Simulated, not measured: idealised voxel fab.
process module | voxel double patterning
Shown is cross-section cut, with a width of 230 nm and square cells of size 5 nm.
Cross-section format: a grid of square cells, given as bands from top to bottom; each band is one or more rows of cells.
The band entry comprises the height of the band's top followed by the height of its bottom, expressed in nm, and subsequently the band's materials from left to right, each stated together with its width in nm. Where a single material is marked with the word "full width", that material fills the band from edge to edge. The word "blank" represents empty space.
Height datum 0, below which the as-received substrate wafer is one material. Lowest band open at the bottom, running downward: "0 -> down".
A width given as "30->40" starts at the first number in the band's top row and ends at the second number in its bottom row, shifting by an equal amount at every step from row to row.
Given "nothing was modified" for a step, no cell of the cross-section differs between before and after that step.
Empty spaces counting at least 8 cells and having no open way to the top are listed in "Enclosed internal cavities". The notation width x height at distance is used for each, the distance being from the left edge and all three values in nm.
Anything after a step's settings on that line? It's the simulator's own note about the step.
overlay nm: mask right of planned place by this much (step with mask). Neg. = left.
The planned process steps are enumerated hereunder:
- 1: RECEIVE with material Si
- 2: CONFORMAL_DEP with material SiO2, thk nm 5
- 3: DIRECTIONAL_DEP with material TiN, thk nm 20
- 4: DIRECTIONAL_DEP with material SiCN, thk nm 10
- 5: MASKED_ETCH with tone open, mask id FIRST, width nm 15, pitch nm 50, etch materials SiCN, depth nm 10, overlay nm 0
- 6: DIRECTIONAL_DEP with material aC, thk nm 10
- 7: PATTERN with tone open, mask id SECOND, material resist, width nm 15, pitch nm 50, thk nm 25, overlay nm 0
- 8: DIRECTIONAL_ETCH with etch materials aC, depth nm 10
- 9: STRIP with etch materials resist
- 10: DIRECTIONAL_ETCH with etch materials SiCN, depth nm 10
- 11: STRIP with etch materials aC
- 12: DIRECTIONAL_ETCH with etch materials TiN, depth nm 20
- 13: STRIP with etch materials SiCN
Wafer cross-section on receipt, i.e. after step 1:
0 -> down | Si full width
Enclosed internal cavities: none
Cross-section, first of two wafers, end of module, run as planned:
25 -> 5 | 55 TiN / 15 blank / 10 TiN / 15 blank / 10 TiN / 15 blank / 10 TiN / 15 blank / 10 TiN / 15 blank / 60 TiN
5 -> 0 | SiO2 full width
0 -> down | Si full width
Enclosed internal cavities: none
Cross-section at end of module for the second wafer of two, which matched the first in starting point and plan and differed by one mistake in its processing:
45 -> 25 | 55 TiN / 15 blank / 10 TiN / 15 blank / 10 TiN / 15 blank / 10 TiN / 15 blank / 10 TiN / 15 blank / 60 TiN
25 -> 5 | TiN full width
5 -> 0 | SiO2 full width
0 -> down | Si full width
Enclosed internal cavities: none
Deviation from plan: step 3 of the plan saw execution twice
End check, counted in cells, second wafer has more or fewer of these materials than the first: TiN +184
